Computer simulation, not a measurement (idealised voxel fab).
This is a process module. Its name is voxel released beams.
Shown is cross-section cut, with a width of 230 nm and square cells of size 5 nm.
Think of the cross-section as a grid of square cells. We describe it in bands, top to bottom, and each band covers one or more rows of those cells.
For a band, the entry starts with two heights in nm, that of the top and then that of the bottom, and carries on with the band's materials in order from left to right, each alongside its width in nm; the word "throughout" beside a single material means it fills the band edge to edge, and "blank" means empty space.
For the purposes of this specification, 0 denotes the height below which the wafer in its as-received condition is composed wholly of one material, and the lowermost band, lacking a lower limit, extends downward without end, as expressed in "0 and below".
Width spec "30 to 40" -> top row of cells at first value, bottom row at second value, equal per-row change in between.
When a step is marked "no modification", none of the cells in the cross-section changed during that step.
Empty spaces without an open route to the top, at least 8 cells in extent, make up the entry "Closed cavity list"; each is given as width x height at distance, where the distance is measured from the left edge, and all are in nm.
Anything after a step's settings on that line? It's the simulator's own note about the step.
The "overlay nm" setting may appear on a step's line; for a step that uses a mask, it gives how far to the right of its planned position the mask lay, and a negative value indicates the left.
Intended process steps:
1: RECEIVE with material Si
2: CONFORMAL_DEP with material Al2O3, thk nm 10
3: DIRECTIONAL_DEP with material SiO2, thk nm 15
4: PATTERN with tone open, mask id ANCHOR, material resist, width nm 35, thk nm 15, overlay nm 0
5: DIRECTIONAL_ETCH with etch materials SiO2, depth nm 15
6: STRIP with etch materials resist
7: CONFORMAL_DEP with material polySi, thk nm 10
8: DIRECTIONAL_DEP with material aC, thk nm 10
9: PATTERN with tone cover, mask id BEAM, material resist, width nm 95, thk nm 25, overlay nm 0
10: DIRECTIONAL_ETCH with etch materials aC, depth nm 10
11: STRIP with etch materials resist
12: DIRECTIONAL_ETCH with etch materials polySi, depth nm 10
13: STRIP with etch materials aC
14: STRIP with etch materials SiO2
The following pertains to the first of two wafers, which was processed as planned:
Wafer at receipt (post step 1), cross-section:
  0 and below | Si throughout
  Closed cavity list: none
The wafer, seen in cross-section, after step 2:
  10 down to 0 | Al2O3 throughout
  Anything lower than 0 is untouched.
The wafer, seen in cross-section, after step 3:
  25 down to 10 | SiO2 throughout
  Anything lower than 10 is untouched.
The wafer, seen in cross-section, after step 4:
  40 down to 25 | 70 resist, then 35 blank, then 125 resist
  Anything lower than 25 is untouched.
The wafer, seen in cross-section, after step 5:
  40 down to 25 | 70 resist, then 35 blank, then 125 resist
  25 down to 10 | 70 SiO2, then 35 blank, then 125 SiO2
  Anything lower than 10 is untouched.
The wafer, seen in cross-section, after step 6:
  25 down to 10 | 70 SiO2, then 35 blank, then 125 SiO2
  Anything lower than 10 is untouched.
The wafer, seen in cross-section, after step 7:
  35 down to 25 | 80 polySi, then 15 blank, then 135 polySi
  25 down to 20 | 70 SiO2, then 10 polySi, then 15 blank, then 10 polySi, then 125 SiO2
  20 down to 10 | 70 SiO2, then 35 polySi, then 125 SiO2
  Anything lower than 10 is untouched.
The wafer, seen in cross-section, after step 8:
  45 down to 35 | 80 aC, then 15 blank, then 135 aC
  35 down to 30 | 80 polySi, then 15 blank, then 135 polySi
  30 down to 25 | 80 polySi, then 15 aC, then 135 polySi
  25 down to 20 | 70 SiO2, then 10 polySi, then 15 aC, then 10 polySi, then 125 SiO2
  Anything lower than 20 is untouched.
The wafer, seen in cross-section, after step 9:
  70 down to 45 | 65 blank, then 95 resist, then 70 blank
  45 down to 35 | 80 aC, then 15 resist, then 135 aC
  35 down to 30 | 80 polySi, then 15 resist, then 135 polySi
  Anything lower than 30 is untouched.
The wafer, seen in cross-section, after step 10:
  60 down to 45 | 65 blank, then 95 resist, then 70 blank
  45 down to 35 | 65 blank, then 15 aC, then 15 resist, then 65 aC, then 70 blank
  Anything lower than 35 is untouched.
The wafer, seen in cross-section, after step 11:
  45 down to 35 | 65 blank, then 15 aC, then 15 blank, then 65 aC, then 70 blank
  35 down to 30 | 80 polySi, then 15 blank, then 135 polySi
  Anything lower than 30 is untouched.
The wafer, seen in cross-section, after step 12:
  45 down to 35 | 65 blank, then 15 aC, then 15 blank, then 65 aC, then 70 blank
  35 down to 30 | 65 blank, then 15 polySi, then 15 blank, then 65 polySi, then 70 blank
  30 down to 25 | 65 blank, then 15 polySi, then 15 aC, then 65 polySi, then 70 blank
  Anything lower than 25 is untouched.
The wafer, seen in cross-section, after step 13:
  35 down to 25 | 65 blank, then 15 polySi, then 15 blank, then 65 polySi, then 70 blank
  25 down to 20 | 70 SiO2, then 10 polySi, then 15 blank, then 10 polySi, then 125 SiO2
  Anything lower than 20 is untouched.
The wafer, seen in cross-section, after step 14:
  35 down to 25 | 65 blank, then 15 polySi, then 15 blank, then 65 polySi, then 70 blank
  25 down to 20 | 70 blank, then 10 polySi, then 15 blank, then 10 polySi, then 125 blank
  20 down to 10 | 70 blank, then 35 polySi, then 125 blank
  Anything lower than 10 is untouched.
Second wafer, same starting state and plan as the first, one mistake in the run, identical through step 1:
Here is the second wafer in cross-section at the point where step 2 of the plan should have been done: no modification
Here is the second wafer in cross-section at the point where step 3 of the plan should have been done:
  15 down to 0 | SiO2 throughout
  Anything lower than 0 is untouched.
Here is the second wafer in cross-section at the point where step 4 of the plan should have been done:
  30 down to 15 | 70 resist, then 35 blank, then 125 resist
  Anything lower than 15 is untouched.
Here is the second wafer in cross-section at the point where step 5 of the plan should have been done:
  30 down to 15 | 70 resist, then 35 blank, then 125 resist
  15 down to 0 | 70 SiO2, then 35 blank, then 125 SiO2
  Anything lower than 0 is untouched.
Here is the second wafer in cross-section at the point where step 6 of the plan should have been done:
  15 down to 0 | 70 SiO2, then 35 blank, then 125 SiO2
  Anything lower than 0 is untouched.
Here is the second wafer in cross-section at the point where step 7 of the plan should have been done:
  25 down to 15 | 80 polySi, then 15 blank, then 135 polySi
  15 down to 10 | 70 SiO2, then 10 polySi, then 15 blank, then 10 polySi, then 125 SiO2
  10 down to 0 | 70 SiO2, then 35 polySi, then 125 SiO2
  Anything lower than 0 is untouched.
Here is the second wafer in cross-section at the point where step 8 of the plan should have been done:
  35 down to 25 | 80 aC, then 15 blank, then 135 aC
  25 down to 20 | 80 polySi, then 15 blank, then 135 polySi
  20 down to 15 | 80 polySi, then 15 aC, then 135 polySi
  15 down to 10 | 70 SiO2, then 10 polySi, then 15 aC, then 10 polySi, then 125 SiO2
  Anything lower than 10 is untouched.
Here is the second wafer in cross-section at the point where step 9 of the plan should have been done:
  60 down to 35 | 65 blank, then 95 resist, then 70 blank
  35 down to 25 | 80 aC, then 15 resist, then 135 aC
  25 down to 20 | 80 polySi, then 15 resist, then 135 polySi
  Anything lower than 20 is untouched.
Here is the second wafer in cross-section at the point where step 10 of the plan should have been done:
  50 down to 35 | 65 blank, then 95 resist, then 70 blank
  35 down to 25 | 65 blank, then 15 aC, then 15 resist, then 65 aC, then 70 blank
  Anything lower than 25 is untouched.
Here is the second wafer in cross-section at the point where step 11 of the plan should have been done:
  35 down to 25 | 65 blank, then 15 aC, then 15 blank, then 65 aC, then 70 blank
  25 down to 20 | 80 polySi, then 15 blank, then 135 polySi
  Anything lower than 20 is untouched.
Here is the second wafer in cross-section at the point where step 12 of the plan should have been done:
  35 down to 25 | 65 blank, then 15 aC, then 15 blank, then 65 aC, then 70 blank
  25 down to 20 | 65 blank, then 15 polySi, then 15 blank, then 65 polySi, then 70 blank
  20 down to 15 | 65 blank, then 15 polySi, then 15 aC, then 65 polySi, then 70 blank
  Anything lower than 15 is untouched.
Here is the second wafer in cross-section at the point where step 13 of the plan should have been done:
  25 down to 15 | 65 blank, then 15 polySi, then 15 blank, then 65 polySi, then 70 blank
  15 down to 10 | 70 SiO2, then 10 polySi, then 15 blank, then 10 polySi, then 125 SiO2
  Anything lower than 10 is untouched.
Here is the second wafer in cross-section at the point where step 14 of the plan should have been done:
  25 down to 15 | 65 blank, then 15 polySi, then 15 blank, then 65 polySi, then 70 blank
  15 down to 10 | 70 blank, then 10 polySi, then 15 blank, then 10 polySi, then 125 blank
  10 down to 0 | 70 blank, then 35 polySi, then 125 blank
  Anything lower than 0 is untouched.
Heads up, the wafer didn't run the way we planned it: plan step 2: skipped, not run
Upon completion, the second wafer contains, in terms of cells, a greater or smaller amount of certain materials than the first wafer: -92 Al2O3
